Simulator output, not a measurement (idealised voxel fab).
This is a process module. Its name is voxel capacitor over wiring.
Square cell edge 5 nm, section width 275 nm, ID cut.
Cross-sections here: square-cell grids, written as top-down lists of bands, a band being one or more rows of cells. For a band, the entry starts with two heights in nm, that of the top and then that of the bottom, and carries on with the band's materials in order from left to right, each alongside its width in nm; the word "edge to edge" beside a single material means it fills the band edge to edge, and "empty" means empty space. Measure heights from 0. That's the level where, below it, the as-received wafer is all one material. The lowest band is bottomless and extends downward; write it as in "0 -> down". A two-number width, for instance "30 to 40", indicates that the width is equal to the first number in the top row of the band and to the second number in the bottom row, and that it changes by a constant amount per row of cells. For the purposes of this document, the phrase "no modification" attached to a step denotes that no cell within the cross-section was modified by that step. "Trapped void list": sealed empty spaces, 8 cells or more, no open way to top, listed width x height at distance, with distance from the left edge and width, height and distance in nm. It should be noted that, on the line of a given step, the content following the step's settings is a remark produced by the simulator itself with respect to that step. "overlay nm", when on a step's line for a step with a mask, measures how far to the right of its planned place the mask lay; a negative measure means to the left.
### Process steps - plan
1 RECEIVE,material Si
2 CONFORMAL_DEP,material SiO2,thk nm 15
3 DIRECTIONAL_DEP,material TiN,thk nm 5
4 DIRECTIONAL_DEP,material W,thk nm 20
5 MASKED_ETCH,tone cover,mask id METAL_1,width nm 30,pitch nm 90,etch materials W,depth nm 20,overlay nm 0
6 MASKED_ETCH,tone cover,mask id METAL_1,width nm 30,pitch nm 90,etch materials TiN,depth nm 5,overlay nm 0
7 CONFORMAL_DEP,material SiN,thk nm 5
8 FILL_DEP,material lowk,thk nm 10
9 CMP,height nm 40
10 CONFORMAL_DEP,material SiCN,thk nm 5
11 DIRECTIONAL_DEP,material lowk,thk nm 15
12 MASKED_ETCH,tone open,mask id PLUG_1,width nm 15,etch materials lowk,depth nm 15,overlay nm 0
13 MASKED_ETCH,tone open,mask id PLUG_1,width nm 15,etch materials SiCN,depth nm 5,overlay nm 0
14 EPI,material Ru,thk nm 10
15 EPI,material Ru,thk nm 10
16 DIRECTIONAL_DEP,material TiN,thk nm 10
17 DIRECTIONAL_DEP,material HfO2,thk nm 5
18 DIRECTIONAL_DEP,material TiN,thk nm 10
19 MASKED_ETCH,tone cover,mask id UPPER_PLATE,width nm 65,etch materials TiN,depth nm 10,overlay nm 0
20 MASKED_ETCH,tone cover,mask id UPPER_PLATE,width nm 65,etch materials HfO2,depth nm 5,overlay nm 0
21 PATTERN,tone cover,mask id LOWER_PLATE,material resist,width nm 75,thk nm 20,overlay nm 0
22 DIRECTIONAL_ETCH,etch materials TiN,depth nm 10
23 STRIP,etch materials resist
24 FILL_DEP,material SiO2,thk nm 15
25 CMP,height nm 95
26 DIRECTIONAL_DEP,material aC,thk nm 10
27 PATTERN,tone open,mask id PLUG_2,material resist,width nm 15,thk nm 30,overlay nm 0
28 DIRECTIONAL_ETCH,etch materials aC,depth nm 10
29 STRIP,etch materials resist
30 DIRECTIONAL_ETCH,etch materials SiO2,depth nm 10
31 STRIP,etch materials aC
32 CONFORMAL_DEP,material TiN,thk nm 5
33 FILL_DEP,material Ru,thk nm 5
34 CMP,height nm 95
35 CONFORMAL_DEP,material SiN,thk nm 5
### as received, after step 1
	0 -> down = Si edge to edge
	Trapped void list: none
### The first of the two wafers as seen in cross-section once the module was finished; processing followed the plan
	100 -> 95 = SiN edge to edge
	95 -> 90 = 100 SiO2, then 5 TiN, then 5 Ru, then 5 TiN, then 160 SiO2
	90 -> 85 = 100 SiO2, then 15 TiN, then 160 SiO2
	85 -> 75 = 90 SiO2, then 65 TiN, then 120 SiO2
	75 -> 70 = 90 SiO2, then 65 HfO2, then 120 SiO2
	70 -> 60 = 85 SiO2, then 75 TiN, then 115 SiO2
	60 -> 45 = 90 lowk, then 15 Ru, then 170 lowk
	45 -> 40 = 90 SiCN, then 15 Ru, then 170 SiCN
	40 -> 20 = 70 lowk, then 5 SiN, then 30 W, then 5 SiN, then 50 lowk, then 5 SiN, then 30 W, then 5 SiN, then 75 lowk
	20 -> 15 = 75 SiN, then 30 TiN, then 60 SiN, then 30 TiN, then 80 SiN
	15 -> 0 = SiO2 edge to edge
	0 -> down = Si edge to edge
	Trapped void list: none
### Second wafer cross-section at end of module - shared start and plan with the first, one mistake in the run
	95 -> 90 = SiN edge to edge
	90 -> 85 = 100 SiO2, then 15 TiN, then 160 SiO2
	85 -> 75 = 90 SiO2, then 65 TiN, then 120 SiO2
	75 -> 70 = 90 SiO2, then 65 HfO2, then 120 SiO2
	70 -> 60 = 85 SiO2, then 75 TiN, then 115 SiO2
	60 -> 45 = 90 lowk, then 15 Ru, then 170 lowk
	45 -> 40 = 90 SiCN, then 15 Ru, then 170 SiCN
	40 -> 20 = 70 lowk, then 5 SiN, then 30 W, then 5 SiN, then 50 lowk, then 5 SiN, then 30 W, then 5 SiN, then 75 lowk
	20 -> 15 = 75 SiN, then 30 TiN, then 60 SiN, then 30 TiN, then 80 SiN
	15 -> 0 = SiO2 edge to edge
	0 -> down = Si edge to edge
	Trapped void list: none
Error vs. plan: not per plan at step 34, really ran CMP,height nm 90
Final tally in cells, some materials are higher or lower on the second wafer than on the first: 1 fewer of Ru | 52 fewer of SiO2 | 2 fewer of TiN
